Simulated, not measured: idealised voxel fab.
The process module that follows is named voxel wiring stack.
The cross-section on display is named cut; it measures 240 nm wide, and its cells are 5 nm squares.
Bands, listed from the top down, are how a cross-section gets written in this document; the cross-section itself is a grid of square cells, and a band is one or more rows of them. Band entry format. Leading values: height of top, height of bottom, nm. Remainder: materials in left-to-right order, each with its width in nm. Special words: "everywhere" on a single material, which then fills the band edge to edge; "air", empty space. Zero point of the height axis is 0; under it, received wafer = one material. Lowest band: continues down indefinitely, "top 0, no bottom". When a width is written as two numbers, as in "30 to 40", the first number is the width in the top row of cells of the band and the second is the width in its bottom row, and the width changes by the same amount from each row to the next. No cell of the cross-section changed in a step that is given as "no change". For the entry "Voids, sealed", the listed items are empty spaces with no open way to the top whose size is 8 cells or more; each item follows the pattern width x height at distance, where distance is from the left edge and all three are in nm. On a step's line, text after the settings is the simulator commenting on that step. Regarding "overlay nm": on a step with a mask, it is the distance the mask lay to the right of its planned place; a negative value places it to the left.
# Process steps foreseen in the plan
- 1: op RECEIVE | material Si
- 2: op CONFORMAL_DEP | material SiO2 | thk nm 10
- 3: op DIRECTIONAL_DEP | material TiN | thk nm 5
- 4: op DIRECTIONAL_DEP | material Ru | thk nm 25
- 5: op MASKED_ETCH | tone cover | mask id METAL_1 | width nm 20 | pitch nm 50 | etch materials Ru | depth nm 25 | overlay nm 0
- 6: op MASKED_ETCH | tone cover | mask id METAL_1 | width nm 20 | pitch nm 50 | etch materials TiN | depth nm 5 | overlay nm 0
- 7: op CONFORMAL_DEP | material SiCN | thk nm 5
- 8: op FILL_DEP | material lowk | thk nm 10
- 9: op CMP | height nm 40
- 10: op CONFORMAL_DEP | material SiCN | thk nm 5
- 11: op DIRECTIONAL_DEP | material lowk | thk nm 15
- 12: op DIRECTIONAL_DEP | material aC | thk nm 15
- 13: op PATTERN | tone open | mask id PLUG_1 | material resist | width nm 15 | pitch nm 50 | thk nm 30 | overlay nm 0
- 14: op DIRECTIONAL_ETCH | etch materials aC | depth nm 15
- 15: op STRIP | etch materials resist
- 16: op DIRECTIONAL_ETCH | etch materials lowk | depth nm 15
- 17: op DIRECTIONAL_ETCH | etch materials SiCN | depth nm 5
- 18: op STRIP | etch materials aC
- 19: op EPI | material Ru | thk nm 10
- 20: op EPI | material Ru | thk nm 10
- 21: op CONFORMAL_DEP | material SiN | thk nm 5
- 22: op DIRECTIONAL_DEP | material SiO2 | thk nm 25
- 23: op PATTERN | tone open | mask id METAL_2 | material resist | width nm 20 | pitch nm 50 | thk nm 15 | overlay nm 0
- 24: op DIRECTIONAL_ETCH | etch materials SiO2 | depth nm 25
- 25: op DIRECTIONAL_ETCH | etch materials SiN | depth nm 5
- 26: op STRIP | etch materials resist
- 27: op CONFORMAL_DEP | material TiN | thk nm 5
- 28: op FILL_DEP | material Ru | thk nm 10
- 29: op CMP | height nm 90
- 30: op CONFORMAL_DEP | material SiCN | thk nm 5
- 31: op DIRECTIONAL_DEP | material lowk | thk nm 30
- 32: op MASKED_ETCH | tone open | mask id METAL_3 | width nm 20 | pitch nm 50 | etch materials lowk | depth nm 15 | overlay nm 0
- 33: op PATTERN | tone open | mask id METAL_3_HOLES | material resist | width nm 15 | pitch nm 100 | thk nm 20 | overlay nm 0
- 34: op DIRECTIONAL_ETCH | etch materials lowk | depth nm 15
- 35: op DIRECTIONAL_ETCH | etch materials SiCN | depth nm 5
- 36: op STRIP | etch materials resist
- 37: op CONFORMAL_DEP | material TiN | thk nm 5
- 38: op FILL_DEP | material Ru | thk nm 10
- 39: op CMP | height nm 125
- 40: op CONFORMAL_DEP | material SiCN | thk nm 5
- 41: op DIRECTIONAL_DEP | material SiO2 | thk nm 30
- 42: op DIRECTIONAL_DEP | material aC | thk nm 10
- 43: op PATTERN | tone open | mask id METAL_4 | material resist | width nm 20 | pitch nm 50 | thk nm 30 | overlay nm 0
- 44: op DIRECTIONAL_ETCH | etch materials aC | depth nm 10
- 45: op STRIP | etch materials resist
- 46: op DIRECTIONAL_ETCH | etch materials SiO2 | depth nm 15
- 47: op STRIP | etch materials aC
- 48: op MASKED_ETCH | tone open | mask id METAL_4_HOLES | width nm 15 | pitch nm 100 | etch materials SiO2 | depth nm 15 | overlay nm 0
- 49: op MASKED_ETCH | tone open | mask id METAL_4_HOLES | width nm 15 | pitch nm 100 | etch materials SiCN | depth nm 5 | overlay nm 0
- 50: op CONFORMAL_DEP | material TiN | thk nm 5
- 51: op FILL_DEP | material Cu | thk nm 5
- 52: op CMP | height nm 160
- 53: op CONFORMAL_DEP | material SiCN | thk nm 5
# This is the cross-section of the wafer as we received it, i.e. after step 1
top 0, no bottom  Si everywhere
Voids, sealed: none
# Cross-sectional view of the first of the two wafers upon completion of the module, processed in accordance with the plan
top 165, bottom 160  SiCN everywhere
top 160, bottom 150  SiO2 60 nm; TiN 5 nm; Cu 10 nm; TiN 5 nm; SiO2 30 nm; TiN 5 nm; Cu 10 nm; TiN 5 nm; SiO2 30 nm; TiN 5 nm; Cu 10 nm; TiN 5 nm; SiO2 60 nm
top 150, bottom 145  SiO2 60 nm; TiN 5 nm; Cu 5 nm; TiN 10 nm; SiO2 30 nm; TiN 20 nm; SiO2 30 nm; TiN 5 nm; Cu 5 nm; TiN 10 nm; SiO2 60 nm
top 145, bottom 130  SiO2 60 nm; TiN 5 nm; Cu 5 nm; TiN 5 nm; SiO2 85 nm; TiN 5 nm; Cu 5 nm; TiN 5 nm; SiO2 65 nm
top 130, bottom 125  SiCN 60 nm; TiN 15 nm; SiCN 85 nm; TiN 15 nm; SiCN 65 nm
top 125, bottom 115  lowk 60 nm; TiN 5 nm; Ru 10 nm; TiN 5 nm; lowk 30 nm; TiN 5 nm; Ru 10 nm; TiN 5 nm; lowk 30 nm; TiN 5 nm; Ru 10 nm; TiN 5 nm; lowk 60 nm
top 115, bottom 110  lowk 60 nm; TiN 5 nm; Ru 5 nm; TiN 10 nm; lowk 30 nm; TiN 20 nm; lowk 30 nm; TiN 5 nm; Ru 5 nm; TiN 10 nm; lowk 60 nm
top 110, bottom 95  lowk 60 nm; TiN 5 nm; Ru 5 nm; TiN 5 nm; lowk 85 nm; TiN 5 nm; Ru 5 nm; TiN 5 nm; lowk 65 nm
top 95, bottom 90  SiCN 60 nm; TiN 15 nm; SiCN 85 nm; TiN 15 nm; SiCN 65 nm
top 90, bottom 65  SiO2 60 nm; TiN 5 nm; Ru 10 nm; TiN 5 nm; SiO2 30 nm; TiN 5 nm; Ru 10 nm; TiN 5 nm; SiO2 30 nm; TiN 5 nm; Ru 10 nm; TiN 5 nm; SiO2 60 nm
top 65, bottom 60  SiN 60 nm; TiN 20 nm; SiN 30 nm; TiN 20 nm; SiN 30 nm; TiN 20 nm; SiN 60 nm
top 60, bottom 45  lowk 60 nm; Ru 15 nm; lowk 35 nm; Ru 15 nm; lowk 35 nm; Ru 15 nm; lowk 65 nm
top 45, bottom 40  SiCN 60 nm; Ru 15 nm; SiCN 35 nm; Ru 15 nm; SiCN 35 nm; Ru 15 nm; SiCN 65 nm
top 40, bottom 15  lowk 55 nm; SiCN 5 nm; Ru 20 nm; SiCN 5 nm; lowk 20 nm; SiCN 5 nm; Ru 20 nm; SiCN 5 nm; lowk 20 nm; SiCN 5 nm; Ru 20 nm; SiCN 5 nm; lowk 55 nm
top 15, bottom 10  SiCN 60 nm; TiN 20 nm; SiCN 30 nm; TiN 20 nm; SiCN 30 nm; TiN 20 nm; SiCN 60 nm
top 10, bottom 0  SiO2 everywhere
top 0, no bottom  Si everywhere
Voids, sealed: none
# Second wafer cross-section at end of module - shared start and plan with the first, one mistake in the run
top 165, bottom 160  SiCN everywhere
top 160, bottom 150  SiO2 60 nm; TiN 5 nm; Cu 10 nm; TiN 5 nm; SiO2 30 nm; TiN 5 nm; Cu 10 nm; TiN 5 nm; SiO2 30 nm; TiN 5 nm; Cu 10 nm; TiN 5 nm; SiO2 60 nm
top 150, bottom 145  SiO2 60 nm; TiN 5 nm; Cu 5 nm; TiN 10 nm; SiO2 30 nm; TiN 20 nm; SiO2 30 nm; TiN 5 nm; Cu 5 nm; TiN 10 nm; SiO2 60 nm
top 145, bottom 130  SiO2 60 nm; TiN 5 nm; Cu 5 nm; TiN 5 nm; SiO2 85 nm; TiN 5 nm; Cu 5 nm; TiN 5 nm; SiO2 65 nm
top 130, bottom 125  SiCN 60 nm; TiN 15 nm; SiCN 85 nm; TiN 15 nm; SiCN 65 nm
top 125, bottom 115  Ru everywhere
top 115, bottom 110  TiN 115 nm; Ru 10 nm; TiN 115 nm
top 110, bottom 95  lowk 75 nm; TiN 5 nm; lowk 30 nm; TiN 5 nm; Ru 10 nm; TiN 5 nm; lowk 45 nm; TiN 5 nm; lowk 60 nm
top 95, bottom 90  SiCN 75 nm; TiN 5 nm; SiCN 30 nm; TiN 20 nm; SiCN 45 nm; TiN 5 nm; SiCN 60 nm
top 90, bottom 65  SiO2 60 nm; TiN 5 nm; Ru 10 nm; TiN 5 nm; SiO2 30 nm; TiN 5 nm; Ru 10 nm; TiN 5 nm; SiO2 30 nm; TiN 5 nm; Ru 10 nm; TiN 5 nm; SiO2 60 nm
top 65, bottom 60  SiN 60 nm; TiN 20 nm; SiN 30 nm; TiN 20 nm; SiN 30 nm; TiN 20 nm; SiN 60 nm
top 60, bottom 45  lowk 60 nm; Ru 15 nm; lowk 35 nm; Ru 15 nm; lowk 35 nm; Ru 15 nm; lowk 65 nm
top 45, bottom 40  SiCN 60 nm; Ru 15 nm; SiCN 35 nm; Ru 15 nm; SiCN 35 nm; Ru 15 nm; SiCN 65 nm
top 40, bottom 15  lowk 55 nm; SiCN 5 nm; Ru 20 nm; SiCN 5 nm; lowk 20 nm; SiCN 5 nm; Ru 20 nm; SiCN 5 nm; lowk 20 nm; SiCN 5 nm; Ru 20 nm; SiCN 5 nm; lowk 55 nm
top 15, bottom 10  SiCN 60 nm; TiN 20 nm; SiCN 30 nm; TiN 20 nm; SiCN 30 nm; TiN 20 nm; SiCN 60 nm
top 10, bottom 0  SiO2 everywhere
top 0, no bottom  Si everywhere
Voids, sealed: none
Want to know what went wrong? step 33 was run on a setting that differed from the plan, and what really ran there is op PATTERN | tone cover | mask id METAL_3_HOLES | material resist | width nm 15 | pitch nm 100 | thk nm 20 | overlay nm 0
The closing comparison, in cells, has the second wafer with more or fewer of some materials than the first: 84 more of Ru; 24 more of TiN; 108 fewer of lowk
